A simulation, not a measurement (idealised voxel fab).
Module name: voxel capacitor over wiring (process module)
Section cut is 155 nm wide and gridded with 5 nm square cells.
In what follows, cross-sections appear as grids of square cells, described through bands that run from the top down, where every band is one or more rows of cells.
Band entry format. Leading values: height of top, height of bottom, nm. Remainder: materials in left-to-right order, each with its width in nm. Special words: "all across" on a single material, which then fills the band edge to edge; "empty", empty space.
Height is counted from the level 0, under which the received wafer is composed throughout of one material. The lowest of the bands is not closed at the bottom but continues downward, in the notation "0 and below".
Width: "30->40" (first number = top row, second number = bottom row, same change from row to row of cells).
Any step labelled "nothing changed" changed none of the cells in the cross-section.
Look at "Fully sealed voids" for the closed voids: empty spaces with no open path to the top, sized 8 cells or up. Each is width x height at distance, distance from the left edge, all nm.
Step line, after settings: the simulator's comment on this step.
Among the settings permitted on a step's line is "overlay nm"; applied to a step with a mask, it specifies the extent to which the mask lay to the right of its planned position, whereas a negative figure signifies a position to the left.

LIST OF PLANNED PROCESS STEPS
1: RECEIVE,material Si
2: CONFORMAL_DEP,material SiO2,thk nm 10
3: DIRECTIONAL_DEP,material TiN,thk nm 5
4: DIRECTIONAL_DEP,material Ru,thk nm 25
5: MASKED_ETCH,tone cover,mask id METAL_1,width nm 30,pitch nm 85,etch materials Ru,depth nm 25,overlay nm 0
6: MASKED_ETCH,tone cover,mask id METAL_1,width nm 30,pitch nm 85,etch materials TiN,depth nm 5,overlay nm 0
7: CONFORMAL_DEP,material SiN,thk nm 5
8: FILL_DEP,material lowk,thk nm 5
9: CMP,height nm 40
10: CONFORMAL_DEP,material SiCN,thk nm 5
11: DIRECTIONAL_DEP,material SiO2,thk nm 20
12: PATTERN,tone open,mask id PLUG_1,material resist,width nm 15,thk nm 20,overlay nm 0
13: DIRECTIONAL_ETCH,etch materials SiO2,depth nm 20
14: DIRECTIONAL_ETCH,etch materials SiCN,depth nm 5
15: STRIP,etch materials resist
16: EPI,material Ru,thk nm 10
17: EPI,material Ru,thk nm 10
18: EPI,material Ru,thk nm 5
19: DIRECTIONAL_DEP,material TiN,thk nm 10
20: DIRECTIONAL_DEP,material Al2O3,thk nm 5
21: DIRECTIONAL_DEP,material TiN,thk nm 10
22: MASKED_ETCH,tone cover,mask id UPPER_PLATE,width nm 60,etch materials TiN,depth nm 10,overlay nm 0
23: MASKED_ETCH,tone cover,mask id UPPER_PLATE,width nm 60,etch materials Al2O3,depth nm 5,overlay nm 0
24: MASKED_ETCH,tone cover,mask id LOWER_PLATE,width nm 60,etch materials TiN,depth nm 10,overlay nm 0
25: FILL_DEP,material SiO2,thk nm 15
26: CMP,height nm 100
27: MASKED_ETCH,tone open,mask id PLUG_2,width nm 15,etch materials SiO2,depth nm 10,overlay nm 0
28: CONFORMAL_DEP,material TiN,thk nm 5
29: FILL_DEP,material Cu,thk nm 10
30: CMP,height nm 100
31: CONFORMAL_DEP,material SiCN,thk nm 5
Wafer-to-wafer difference: width nm, step 24. Common start. Plan = first wafer's value.

STEP 1 COMPLETE: AS-RECEIVED CROSS-SECTION OF THE FIRST OF SEVERAL WAFERS
  0 and below | Si all across
  Fully sealed voids: none

SO IN THIS TABLE EVERY WAFER GETS ITS OWN ROW, AND WHAT YOU SEE IS WHERE IT STANDS AT THE END OF THE MODULE: FOR EACH MATERIAL, HOW MANY CELLS IT PICKED UP (+) OR GAVE UP (-) SINCE WE RECEIVED IT, AND AFTER THAT ITS CLOSED VOIDS
width nm 60, +12 Al2O3, +1 Cu, +75 Ru, +59 SiCN, +39 SiN, +325 SiO2, +65 TiN, +75 lowk, Fully sealed voids: none
width nm 65, +12 Al2O3, +1 Cu, +75 Ru, +59 SiCN, +39 SiN, +323 SiO2, +67 TiN, +75 lowk, Fully sealed voids: none
width nm 70, +12 Al2O3, +1 Cu, +75 Ru, +59 SiCN, +39 SiN, +321 SiO2, +69 TiN, +75 lowk, Fully sealed voids: none
width nm 75, +12 Al2O3, +1 Cu, +75 Ru, +59 SiCN, +39 SiN, +319 SiO2, +71 TiN, +75 lowk, Fully sealed voids: none
width nm 80, +12 Al2O3, +1 Cu, +75 Ru, +59 SiCN, +39 SiN, +317 SiO2, +73 TiN, +75 lowk, Fully sealed voids: none
width nm 85, +12 Al2O3, +1 Cu, +75 Ru, +59 SiCN, +39 SiN, +315 SiO2, +75 TiN, +75 lowk, Fully sealed voids: none
